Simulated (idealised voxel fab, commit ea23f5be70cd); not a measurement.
Title: Process Module voxel released beams
We display cut, a cross-section 230 nm in width whose square cells are each 5 nm.
Cross-section format: a grid of square cells, given as bands from top to bottom; each band is one or more rows of cells.
Band: top and bottom heights (nm) first, top before bottom; then materials from left to right, widths in nm. "edge to edge" marks a sole material filling the band edge to edge. "air" denotes empty space.
Beneath 0, the wafer as received is one material, and that level is where height counting begins. The lowest band goes on downward without a bottom; it is written like "0 -> down".
The two numbers in a width such as "30->40" mark its ends across the band: the first belongs to the top row of cells, the second to the bottom row, and from each row to the next the width moves by the same amount.
"remained unchanged" -> step changed no cross-section cell.
Voids not open to the top, 8 cells minimum: see "Enclosed cavities". Written width x height at distance; distance is from the left edge; nm.
Formally, on a step line, whatever follows the settings is a remark that the simulator itself makes on the step.
A step line may carry the setting "overlay nm", which, for steps involving a mask, states the distance by which the mask lay to the right of its intended position; negative values denote displacement to the left.

Planned step list for the process
1. RECEIVE,material Si
2. CONFORMAL_DEP,material SiN,thk nm 5
3. DIRECTIONAL_DEP,material SiO2,thk nm 10
4. PATTERN,tone open,mask id ANCHOR,material resist,width nm 25,thk nm 20,overlay nm 0
5. DIRECTIONAL_ETCH,etch materials SiO2,depth nm 10
6. STRIP,etch materials resist
7. CONFORMAL_DEP,material polySi,thk nm 10
8. DIRECTIONAL_DEP,material aC,thk nm 10
9. PATTERN,tone cover,mask id BEAM,material resist,width nm 95,thk nm 30,overlay nm 0
10. DIRECTIONAL_ETCH,etch materials aC,depth nm 10
11. STRIP,etch materials resist
12. DIRECTIONAL_ETCH,etch materials polySi,depth nm 10
13. STRIP,etch materials aC
14. STRIP,etch materials SiO2

The first of two wafers, run as planned

Shown in cross-section is the wafer as received, that is, as it stands after step 1
* 0 -> down: Si edge to edge
* Enclosed cavities: none

Step 2 complete: cross-section through the wafer
* 5 -> 0: SiN edge to edge
* Lower than 0, everything is as it was.

Step 3 complete: cross-section through the wafer
* 15 -> 5: SiO2 edge to edge
* Lower than 5, everything is as it was.

Step 4 complete: cross-section through the wafer
* 35 -> 15: resist=70; air=25; resist=135
* Lower than 15, everything is as it was.

Step 5 complete: cross-section through the wafer
* 35 -> 15: resist=70; air=25; resist=135
* 15 -> 5: SiO2=70; air=25; SiO2=135
* Lower than 5, everything is as it was.

Step 6 complete: cross-section through the wafer
* 15 -> 5: SiO2=70; air=25; SiO2=135
* Lower than 5, everything is as it was.

Step 7 complete: cross-section through the wafer
* 25 -> 15: polySi=80; air=5; polySi=145
* 15 -> 5: SiO2=70; polySi=25; SiO2=135
* Lower than 5, everything is as it was.

Step 8 complete: cross-section through the wafer
* 35 -> 25: aC=80; air=5; aC=145
* 25 -> 15: polySi=80; aC=5; polySi=145
* Lower than 15, everything is as it was.

Step 9 complete: cross-section through the wafer
* 65 -> 35: air=65; resist=95; air=70
* 35 -> 25: aC=80; resist=5; aC=145
* Lower than 25, everything is as it was.

Step 10 complete: cross-section through the wafer
* 55 -> 35: air=65; resist=95; air=70
* 35 -> 25: air=65; aC=15; resist=5; aC=75; air=70
* Lower than 25, everything is as it was.

Step 11 complete: cross-section through the wafer
* 35 -> 25: air=65; aC=15; air=5; aC=75; air=70
* Lower than 25, everything is as it was.

Step 12 complete: cross-section through the wafer
* 35 -> 25: air=65; aC=15; air=5; aC=75; air=70
* 25 -> 15: air=65; polySi=15; aC=5; polySi=75; air=70
* Lower than 15, everything is as it was.

Step 13 complete: cross-section through the wafer
* 25 -> 15: air=65; polySi=15; air=5; polySi=75; air=70
* Lower than 15, everything is as it was.

Step 14 complete: cross-section through the wafer
* 25 -> 15: air=65; polySi=15; air=5; polySi=75; air=70
* 15 -> 5: air=70; polySi=25; air=135
* Lower than 5, everything is as it was.

Wafer two of the pair: same origin, same plan, one error during the run; identical to wafer one up to and including step 8

Cross-section of the second wafer at the time by which step 9 should have been completed according to the plan
* 65 -> 35: air=75; resist=95; air=60
* 35 -> 25: aC=80; resist=5; aC=145
* Lower than 25, everything is as it was.

Cross-section of the second wafer at the time by which step 10 should have been completed according to the plan
* 55 -> 35: air=75; resist=95; air=60
* 35 -> 25: air=75; aC=5; resist=5; aC=85; air=60
* Lower than 25, everything is as it was.

Cross-section of the second wafer at the time by which step 11 should have been completed according to the plan
* 35 -> 25: air=75; aC=5; air=5; aC=85; air=60
* Lower than 25, everything is as it was.

Cross-section of the second wafer at the time by which step 12 should have been completed according to the plan
* 35 -> 25: air=75; aC=5; air=5; aC=85; air=60
* 25 -> 15: air=75; polySi=5; aC=5; polySi=85; air=60
* Lower than 15, everything is as it was.

Cross-section of the second wafer at the time by which step 13 should have been completed according to the plan
* 25 -> 15: air=75; polySi=5; air=5; polySi=85; air=60
* Lower than 15, everything is as it was.

Cross-section of the second wafer at the time by which step 14 should have been completed according to the plan
* 25 -> 15: air=75; polySi=5; air=5; polySi=85; air=60
* 15 -> 5: air=70; polySi=25; air=135
* Lower than 5, everything is as it was.
Deviation from plan: step 9 deviated from plan and actually ran as PATTERN,tone cover,mask id BEAM,material resist,width nm 95,thk nm 30,overlay nm 10
Matching per-material cell counts, mismatched positions: that is how the second wafer compares with the first at the end.
